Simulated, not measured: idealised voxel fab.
This is a process module. Its name is voxel self aligned contacts.
Pictured: cross-section cut, 215 nm wide, on a grid of 5 nm square cells.
Notation: cross-section as square-cell grid; stated in bands, top first, going down; one or more cell rows per band. What a band's entry tells you: where the top is and where the bottom is, as heights in nm, and after that what lies inside, material by material from left to right, each with its width in nm. Empty space is written as the word "empty", and a single material marked with the word "edge to edge" occupies the band from edge to edge. Heads up on the height convention: 0 is the point under which the incoming wafer is all one material, and the lowest band has no bottom, it just keeps going down, like "from 0 down". A width given as "30..40" starts at the first number in the band's top row and ends at the second number in its bottom row, shifting by an equal amount at every step from row to row. Reading "all unchanged" for a step: not a cell of the cross-section changed in it. The label "Voids lacking openings" introduces a list of the empty spaces, 8 cells or larger, that have no open way up to the top; each entry in it reads width x height at distance, where the distance is taken from the left edge and all three are stated in nm. The remark found on a step's line after its settings is issued by the simulator itself and pertains to that step. "overlay nm" on a masked step: distance the mask lay right of its planned place, negative for left.

### The process steps that were planned are listed below
1) RECEIVE | material Si
2) CONFORMAL_DEP | material SiO2 | thk nm 5
3) DIRECTIONAL_DEP | material polySi | thk nm 20
4) DIRECTIONAL_DEP | material SiN | thk nm 25
5) MASKED_ETCH | tone cover | mask id GATE | width nm 25 | pitch nm 60 | etch materials SiN | depth nm 25 | overlay nm 0
6) MASKED_ETCH | tone cover | mask id GATE | width nm 25 | pitch nm 60 | etch materials polySi | depth nm 20 | overlay nm 0
7) CONFORMAL_DEP | material SiN | thk nm 10
8) DIRECTIONAL_ETCH | etch materials SiN | depth nm 10
9) FILL_DEP | material SiO2 | thk nm 10
10) CMP | height nm 55
11) DIRECTIONAL_DEP | material aC | thk nm 10
12) PATTERN | tone open | mask id CONTACT | material resist | width nm 45 | thk nm 30 | overlay nm 0
13) DIRECTIONAL_ETCH | etch materials aC | depth nm 10
14) STRIP | etch materials resist
15) DIRECTIONAL_ETCH | etch materials SiO2 | depth nm 55
16) STRIP | etch materials aC
17) CONFORMAL_DEP | material TiN | thk nm 5
18) FILL_DEP | material Ru | thk nm 5
19) CMP | height nm 55
20) CONFORMAL_DEP | material SiCN | thk nm 5

### Received-state cross-section, reflecting completion of step 1
> from 0 down: Si edge to edge
> Voids lacking openings: none

### a wafer at the end: this start, this plan, one mistake
> from 60 to 55: SiCN edge to edge
> from 55 to 50: SiO2 85 nm | TiN 25 nm | Ru 5 nm | TiN 15 nm | SiO2 85 nm
> from 50 to 30: SiO2 60 nm | SiN 45 nm | TiN 5 nm | Ru 5 nm | TiN 5 nm | SiN 45 nm | SiO2 50 nm
> from 30 to 25: SiO2 60 nm | SiN 45 nm | TiN 15 nm | SiN 45 nm | SiO2 50 nm
> from 25 to 5: SiO2 55 nm | SiN 10 nm | polySi 30 nm | SiN 10 nm | TiN 10 nm | SiN 10 nm | polySi 30 nm | SiN 10 nm | SiO2 50 nm
> from 5 to 0: SiO2 105 nm | TiN 10 nm | SiO2 100 nm
> from 0 down: Si edge to edge
> Voids lacking openings: none
The mistake made against the process plan was this: so step 5 ended up running with a different setting than we planned, it ran as MASKED_ETCH | tone cover | mask id GATE | width nm 25 | pitch nm 60 | etch materials SiN | depth nm 25 | overlay nm 5
